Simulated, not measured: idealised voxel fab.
process module | voxel air gaps
cross-section cut | 175 nm wide | cells 5 nm
A cross-section is a grid of square cells, given in bands from the top down. A band is one or more rows of cells.
Each band's line starts with the height of the band's top and of its bottom, in nm. Then come its materials from left to right, each with its width in nm. One material with "throughout" fills the band from edge to edge. "air" is empty space.
Height 0 is the level under which the wafer as received is all one material. The lowest band goes on downwards, as in "0 down".
A width such as "30 to 40" changes by the same amount from each row of cells to the next, from the band's top row to its bottom row.
"no change" after a step means that no cell of the cross-section changed.
closed voids: empty space of 8 cells or more with no open way to the top, each as width x height at its distance from the left edge, in nm
after a step's settings: what the simulator itself notes on the step
overlay nm, on a step with a mask: how far to the right of its planned place the mask lay; to the left if negative
plan
1 op RECEIVE | material Si
2 op CONFORMAL_DEP | material SiO2 | thk nm 15
3 op CONFORMAL_DEP | material SiN | thk nm 5
4 op DIRECTIONAL_DEP | material SiO2 | thk nm 40
5 op MASKED_ETCH | tone open | mask id LINES | width nm 25 | pitch nm 50 | etch materials SiO2 | depth nm 40 | overlay nm -10
6 op CONFORMAL_DEP | material TiN | thk nm 5
7 op FILL_DEP | material Cu | thk nm 10
8 op CMP | height nm 60
9 op EPI | material Ru | thk nm 10
10 op SELECTIVE_ETCH | etch materials SiO2 | depth nm 50
11 op CONFORMAL_DEP | material SiCN | thk nm 5
varied across the wafers: overlay nm of step 5. The plan shows the first wafer's value. All wafers start alike
first wafer as received, after step 1
  0 down: Si throughout
  closed voids: none
first wafer at the end, after step 11
  75 to 70: SiCN 155 | air 20
  70 to 60: SiCN 5 | Ru 45 | SiCN 5 | Ru 45 | SiCN 5 | Ru 45 | SiCN 5 | air 20
  60 to 55: SiCN 15 | TiN 5 | Cu 15 | TiN 5 | SiCN 25 | TiN 5 | Cu 15 | TiN 5 | SiCN 25 | TiN 5 | Cu 15 | TiN 5 | SiCN 15 | air 20
  55 to 25: air 10 | SiCN 5 | TiN 5 | Cu 15 | TiN 5 | SiCN 5 | air 15 | SiCN 5 | TiN 5 | Cu 15 | TiN 5 | SiCN 5 | air 15 | SiCN 5 | TiN 5 | Cu 15 | TiN 5 | SiCN 5 | air 30
  25 to 20: SiCN 15 | TiN 25 | SiCN 25 | TiN 25 | SiCN 25 | TiN 25 | SiCN 35
  20 to 15: SiN throughout
  15 to 0: SiO2 throughout
  0 down: Si throughout
  closed voids: 10 x 30 at 0; 15 x 30 at 45; 15 x 30 at 95
last wafer at the end
  75 to 70: air 20 | SiCN 155
  70 to 60: air 20 | SiCN 5 | Ru 45 | SiCN 5 | Ru 45 | SiCN 5 | Ru 45 | SiCN 5
  60 to 55: air 20 | SiCN 15 | TiN 5 | Cu 15 | TiN 5 | SiCN 25 | TiN 5 | Cu 15 | TiN 5 | SiCN 25 | TiN 5 | Cu 15 | TiN 5 | SiCN 15
  55 to 25: air 30 | SiCN 5 | TiN 5 | Cu 15 | TiN 5 | SiCN 5 | air 15 | SiCN 5 | TiN 5 | Cu 15 | TiN 5 | SiCN 5 | air 15 | SiCN 5 | TiN 5 | Cu 15 | TiN 5 | SiCN 5 | air 10
  25 to 20: SiCN 35 | TiN 25 | SiCN 25 | TiN 25 | SiCN 25 | TiN 25 | SiCN 15
  20 to 15: SiN throughout
  15 to 0: SiO2 throughout
  0 down: Si throughout
  closed voids: 15 x 30 at 65; 15 x 30 at 115; 10 x 30 at 165
each wafer at the end: cells of each material gained (+) or lost (-) since it was received, then its closed voids
overlay nm -10 | +63 Cu | +54 Ru | +111 SiCN | +35 SiN | +105 SiO2 | +57 TiN | closed voids: 10 x 30 at 0; 15 x 30 at 45; 15 x 30 at 95
overlay nm -5 | +63 Cu | +54 Ru | +111 SiCN | +35 SiN | +105 SiO2 | +57 TiN | closed voids: 15 x 30 at 50; 15 x 30 at 100
overlay nm 0 | +63 Cu | +54 Ru | +111 SiCN | +35 SiN | +105 SiO2 | +57 TiN | closed voids: 15 x 30 at 55; 15 x 30 at 105
overlay nm 5 | +63 Cu | +54 Ru | +111 SiCN | +35 SiN | +105 SiO2 | +57 TiN | closed voids: 15 x 30 at 60; 15 x 30 at 110
overlay nm 10 | +63 Cu | +54 Ru | +111 SiCN | +35 SiN | +105 SiO2 | +57 TiN | closed voids: 15 x 30 at 65; 15 x 30 at 115; 10 x 30 at 165
